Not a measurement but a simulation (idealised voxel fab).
process module | voxel fin reveal
cross-section cut | 195 nm wide | cells 5 nm
A cross-section is a grid of square cells, given in bands from the top down. A band is one or more rows of cells.
Each band's line starts with the height of the band's top and of its bottom, in nm. Then come its materials from left to right, each with its width in nm. One material with "throughout" fills the band from edge to edge. "air" is empty space.
Height 0 is the level under which the wafer as received is all one material. The lowest band goes on downwards, as in "0 down".
A width such as "30 to 40" changes by the same amount from each row of cells to the next, from the band's top row to its bottom row.
"no change" after a step means that no cell of the cross-section changed.
closed voids: empty space of 8 cells or more with no open way to the top, each as width x height at its distance from the left edge, in nm
after a step's settings: what the simulator itself notes on the step
overlay nm, on a step with a mask: how far to the right of its planned place the mask lay; to the left if negative
plan
1 op RECEIVE | material Si
2 op CONFORMAL_DEP | material SiN | thk nm 10
3 op DIRECTIONAL_DEP | material aC | thk nm 10
4 op PATTERN | tone cover | mask id FINS | material resist | width nm 15 | pitch nm 40 | thk nm 30 | overlay nm -15
5 op DIRECTIONAL_ETCH | etch materials aC | depth nm 10
6 op STRIP | etch materials resist
7 op DIRECTIONAL_ETCH | etch materials SiN | depth nm 10
8 op DIRECTIONAL_ETCH | etch materials Si | depth nm 40
9 op STRIP | etch materials aC
10 op OXIDIZE | depth nm 5
11 op FILL_DEP | material SiO2 | thk nm 15
12 op CMP | height nm 10
13 op SELECTIVE_ETCH | etch materials SiO2 | depth nm 40
14 op STRIP | etch materials SiN
15 op CONFORMAL_DEP | material SiO2 | thk nm 5
varied across the wafers: overlay nm of step 4. The plan shows the first wafer's value. All wafers start alike
first wafer as received, after step 1
  0 down: Si throughout
  closed voids: none
first wafer at the end, after step 15
  5 to 0: air 55 | SiO2 15 | air 25 | SiO2 15 | air 85
  0 to -25: air 55 | SiO2 5 | Si 5 | SiO2 5 | air 25 | SiO2 5 | Si 5 | SiO2 5 | air 85
  -25 to -45: SiO2 60 | Si 5 | SiO2 35 | Si 5 | SiO2 90
  -45 down: Si throughout
  closed voids: none
last wafer at the end
  5 to 0: air 85 | SiO2 15 | air 25 | SiO2 15 | air 55
  0 to -25: air 85 | SiO2 5 | Si 5 | SiO2 5 | air 25 | SiO2 5 | Si 5 | SiO2 5 | air 55
  -25 to -45: SiO2 90 | Si 5 | SiO2 35 | Si 5 | SiO2 60
  -45 down: Si throughout
  closed voids: none
each wafer at the end: cells of each material gained (+) or lost (-) since it was received, then its closed voids
overlay nm -15 | -333 Si | +174 SiO2 | closed voids: none
overlay nm -10 | -333 Si | +174 SiO2 | closed voids: none
overlay nm -5 | -333 Si | +174 SiO2 | closed voids: none
overlay nm 0 | -333 Si | +174 SiO2 | closed voids: none
overlay nm 5 | -333 Si | +174 SiO2 | closed voids: none
overlay nm 10 | -333 Si | +174 SiO2 | closed voids: none
overlay nm 15 | -333 Si | +174 SiO2 | closed voids: none
